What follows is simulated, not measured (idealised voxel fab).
Herein follows the process module entitled voxel plated lines.
cross-section cut | 290 nm wide | cells 5 nm
We lay out every cross-section as a grid of square cells and spell it out in bands from the top down, where one band means one or more rows of cells.
The band entry comprises the height of the band's top followed by the height of its bottom, expressed in nm, and subsequently the band's materials from left to right, each stated together with its width in nm. Where a single material is marked with the word "full width", that material fills the band from edge to edge. The word "blank" represents empty space.
Heights are reckoned from 0. Under this level, the received wafer is all of one material. The bottommost band is open-ended downward, for example "0 -> down".
So if you see something like "30..40" for the width, read it as the top row of the band sitting at the first number and the bottom row at the second, with every row in between moving by the same amount as the last.
You'll sometimes find "stayed the same" written for a step, and that's the way of saying that nowhere in the cross-section did a cell change during that step.
Under "Fully sealed voids" you'll find the enclosed gaps, the ones with no way out to the top, that are 8 cells or bigger; each reads width x height at distance, with distance counted from the left edge, everything in nm.
Formally, on a step line, whatever follows the settings is a remark that the simulator itself makes on the step.
overlay nm: step with mask; distance mask lay right of planned place; negative value = left of planned place.

The process steps that were planned are listed below:
- 1: RECEIVE [material Si]
- 2: CONFORMAL_DEP [material Al2O3] [thk nm 5]
- 3: DIRECTIONAL_DEP [material TiN] [thk nm 5]
- 4: PATTERN [tone open] [mask id LINES] [material resist] [width nm 30] [pitch nm 55] [thk nm 35] [overlay nm 0]
- 5: EPI [material Ru] [thk nm 10]
- 6: EPI [material Ru] [thk nm 5]
- 7: EPI [material Ru] [thk nm 10]
- 8: STRIP [etch materials resist]
- 9: DIRECTIONAL_ETCH [etch materials TiN] [depth nm 5]
- 10: CONFORMAL_DEP [material SiCN] [thk nm 10]
Variable across wafers: step 3 thk nm (plan value is that of the first wafer; starting state common to all).

This is how the first of several wafers looked in cross-section when it arrived, which is after step 1:
    0 -> down = Si full width
    Fully sealed voids: none

Per wafer (row), end of module: delta in cells per material since receipt, (+) for gained, (-) for lost; closed voids after that:
thk nm 5 | +58 Al2O3 | +120 Ru | +212 SiCN | +24 TiN | Fully sealed voids: none
thk nm 10 | +58 Al2O3 | +120 Ru | +212 SiCN | +82 TiN | Fully sealed voids: none
thk nm 15 | +58 Al2O3 | +120 Ru | +212 SiCN | +140 TiN | Fully sealed voids: none
thk nm 20 | +58 Al2O3 | +120 Ru | +212 SiCN | +198 TiN | Fully sealed voids: none
